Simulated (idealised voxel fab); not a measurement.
The name of this process module is voxel fin reveal.
It is cross-section cut that appears here, measuring 250 nm in width, its square cells being 5 nm in size.
Cross-section = grid of square cells, listed top down in bands; band = one or more rows.
It is stipulated that each band's entry specify, in nanometres, the height of the top of the band and then that of its bottom, followed by the materials of the band in left-to-right sequence, each together with its width in nanometres. A single material marked by the word "all across" is understood to fill the band from edge to edge; the word "air" is understood to denote empty space.
Height datum 0, below which the as-received substrate wafer is one material. Lowest band open at the bottom, running downward: "0 -> down".
Read "30 to 40" as a graded width: first number on top, second number at the bottom, same change between each pair of neighbouring rows.
No cell of the cross-section changed in a step that is given as "left unchanged".
For the entry "Tabulated closed voids", the listed items are empty spaces with no open way to the top whose size is 8 cells or more; each item follows the pattern width x height at distance, where distance is from the left edge and all three are in nm.
Past the settings on a step's line: simulator remark, on that step.
If you see "overlay nm" on a step's line and that step has a mask, it's telling you how far right of where it was planned the mask ended up; a negative number means it went left instead.
# The process steps that were planned are listed below
step 1: op RECEIVE | material Si
step 2: op CONFORMAL_DEP | material SiN | thk nm 10
step 3: op DIRECTIONAL_DEP | material aC | thk nm 10
step 4: op PATTERN | tone cover | mask id FINS | material resist | width nm 15 | pitch nm 40 | thk nm 25 | overlay nm 0
step 5: op DIRECTIONAL_ETCH | etch materials aC | depth nm 10
step 6: op STRIP | etch materials resist
step 7: op DIRECTIONAL_ETCH | etch materials SiN | depth nm 10
step 8: op DIRECTIONAL_ETCH | etch materials Si | depth nm 40
step 9: op STRIP | etch materials aC
step 10: op OXIDIZE | depth nm 5
step 11: op FILL_DEP | material SiO2 | thk nm 15
step 12: op CMP | height nm 10
step 13: op SELECTIVE_ETCH | etch materials SiO2 | depth nm 20
step 14: op STRIP | etch materials SiN
# Delivered wafer in cross-section: state after step 1
	0 -> down | Si all across
	Tabulated closed voids: none
# One mistake in running the module, otherwise start and plan as above: cross-section at the end
	0 -> -10 | Si=90 / air=25 / Si=15 / air=25 / Si=95
	-10 -> -45 | Si=90 / SiO2=25 / Si=15 / SiO2=25 / Si=95
	-45 -> down | Si all across
	Tabulated closed voids: none
Run error: step 4 ran as: op PATTERN | tone open | mask id FINS | material resist | width nm 15 | pitch nm 40 | thk nm 25 | overlay nm 0
